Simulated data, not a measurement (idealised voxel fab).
voxel gate over fins: a process module
Shown is cross-section cut, with a width of 240 nm and square cells of size 5 nm.
Format of a cross-section: grid, square cells. Given as bands. Order: top down. Band: one or more rows of cells.
Heads up on the band format: heights come first, top then bottom, in nm. After that it's the materials left to right, each with its width in nm. A single material flagged "throughout" fills the whole band edge to edge, and "empty" means there's empty space there.
Ref level 0: as-received wafer is one material below here. Bottom band extends down with no lower bound ("z 0 and below").
Note: "30..40" means the width goes from the first number (top row of the band) to the second number (bottom row) in equal steps per row of cells.
No cell of the cross-section changed in a step that is given as "nothing was modified".
Each empty space that has no open way to the top and spans at least 8 cells appears under "Fully sealed voids" as width x height at distance, the distance counted from the left edge, all in nm.
Heads up: the bit after the settings on a step's line is the simulator's remark on that step.
overlay nm: where the mask lay relative to plan, measured to the right, on steps with a mask; negatives go left.
[Planned step list for the process]
- 1: RECEIVE,material Si
- 2: CONFORMAL_DEP,material SiN,thk nm 5
- 3: PATTERN,tone cover,mask id FINS,material resist,width nm 15,pitch nm 60,thk nm 20,overlay nm 0
- 4: DIRECTIONAL_ETCH,etch materials SiN,depth nm 5
- 5: DIRECTIONAL_ETCH,etch materials Si,depth nm 35
- 6: STRIP,etch materials resist
- 7: OXIDIZE,depth nm 5
- 8: FILL_DEP,material SiO2,thk nm 15
- 9: CMP,height nm 5
- 10: MASKED_ETCH,tone open,mask id RAIL,width nm 15,etch materials SiO2,depth nm 35,overlay nm 0
- 11: CONFORMAL_DEP,material TiN,thk nm 5
- 12: FILL_DEP,material W,thk nm 5
- 13: CMP,height nm 5
- 14: SELECTIVE_ETCH,etch materials W Ru TiN,depth nm 30
- 15: FILL_DEP,material SiO2,thk nm 5
- 16: CMP,height nm 5
- 17: SELECTIVE_ETCH,etch materials SiO2,depth nm 20
- 18: STRIP,etch materials SiN
- 19: CONFORMAL_DEP,material HfO2,thk nm 5
- 20: CONFORMAL_DEP,material TiN,thk nm 5
- 21: CONFORMAL_DEP,material TiAl,thk nm 5
- 22: CONFORMAL_DEP,material TiN,thk nm 5
- 23: FILL_DEP,material W,thk nm 15
- 24: CMP,height nm 30
- 25: CONFORMAL_DEP,material SiCN,thk nm 5
[Wafer cross-section on receipt, i.e. after step 1]
z 0 and below = Si throughout
Fully sealed voids: none
[Cross-section: first of two wafers, module finished, run according to plan]
z 35 to 30 = SiCN throughout
z 30 to 20 = W throughout
z 20 to 15 = 65 of W, then 45 of TiN, then 15 of W, then 45 of TiN, then 70 of W
z 15 to 10 = 65 of W, then 5 of TiN, then 35 of TiAl, then 5 of TiN, then 15 of W, then 5 of TiN, then 35 of TiAl, then 5 of TiN, then 70 of W
z 10 to 5 = 65 of W, then 5 of TiN, then 5 of TiAl, then 25 of TiN, then 5 of TiAl, then 5 of TiN, then 15 of W, then 5 of TiN, then 5 of TiAl, then 25 of TiN, then 5 of TiAl, then 5 of TiN, then 70 of W
z 5 to 0 = 70 of TiN, then 5 of TiAl, then 5 of TiN, then 15 of HfO2, then 5 of TiN, then 5 of TiAl, then 25 of TiN, then 5 of TiAl, then 5 of TiN, then 15 of HfO2, then 5 of TiN, then 5 of TiAl, then 75 of TiN
z 0 to -5 = 75 of TiAl, then 5 of TiN, then 5 of HfO2, then 5 of Si, then 5 of HfO2, then 5 of TiN, then 35 of TiAl, then 5 of TiN, then 5 of HfO2, then 5 of Si, then 5 of HfO2, then 5 of TiN, then 80 of TiAl
z -5 to -10 = 80 of TiN, then 5 of HfO2, then 5 of Si, then 5 of HfO2, then 45 of TiN, then 5 of HfO2, then 5 of Si, then 5 of HfO2, then 85 of TiN
z -10 to -15 = 85 of HfO2, then 5 of Si, then 55 of HfO2, then 5 of Si, then 90 of HfO2
z -15 to -25 = 85 of SiO2, then 5 of Si, then 55 of SiO2, then 5 of Si, then 90 of SiO2
z -25 to -30 = 85 of SiO2, then 5 of Si, then 20 of SiO2, then 15 of TiN, then 20 of SiO2, then 5 of Si, then 90 of SiO2
z -30 to -40 = 85 of SiO2, then 5 of Si, then 55 of SiO2, then 5 of Si, then 90 of SiO2
z -40 and below = Si throughout
Fully sealed voids: none
[Cross-sectional view: second of two wafers, end of module; start and plan identical to the first, one mistake in running]
z 35 to 30 = SiCN throughout
z 30 to 25 = 55 of W, then 125 of TiN, then 60 of W
z 25 to 20 = 55 of W, then 5 of TiN, then 55 of TiAl, then 5 of TiN, then 55 of TiAl, then 5 of TiN, then 60 of W
z 20 to 15 = 55 of W, then 5 of TiN, then 5 of TiAl, then 45 of TiN, then 5 of TiAl, then 5 of TiN, then 5 of TiAl, then 45 of TiN, then 5 of TiAl, then 5 of TiN, then 60 of W
z 15 to 10 = 60 of TiN, then 5 of TiAl, then 5 of TiN, then 35 of HfO2, then 5 of TiN, then 5 of TiAl, then 5 of TiN, then 5 of TiAl, then 5 of TiN, then 35 of HfO2, then 5 of TiN, then 5 of TiAl, then 65 of TiN
z 10 to 5 = 65 of TiAl, then 5 of TiN, then 35 of HfO2, then 5 of TiN, then 15 of TiAl, then 5 of TiN, then 35 of HfO2, then 5 of TiN, then 70 of TiAl
z 5 to 0 = 70 of TiN, then 35 of HfO2, then 25 of TiN, then 35 of HfO2, then 75 of TiN
z 0 to -15 = 85 of HfO2, then 5 of Si, then 55 of HfO2, then 5 of Si, then 90 of HfO2
z -15 to -25 = 85 of SiO2, then 5 of Si, then 55 of SiO2, then 5 of Si, then 90 of SiO2
z -25 to -30 = 85 of SiO2, then 5 of Si, then 20 of SiO2, then 15 of TiN, then 20 of SiO2, then 5 of Si, then 90 of SiO2
z -30 to -40 = 85 of SiO2, then 5 of Si, then 55 of SiO2, then 5 of Si, then 90 of SiO2
z -40 and below = Si throughout
Fully sealed voids: none
Against the plan, the run slipped here: note that step 19 departed from the planned setting and was carried out as CONFORMAL_DEP,material HfO2,thk nm 15
Final difference in cells, second wafer against first, listed per material as more or fewer: 120 more of HfO2, 3 fewer of TiN, 117 fewer of W
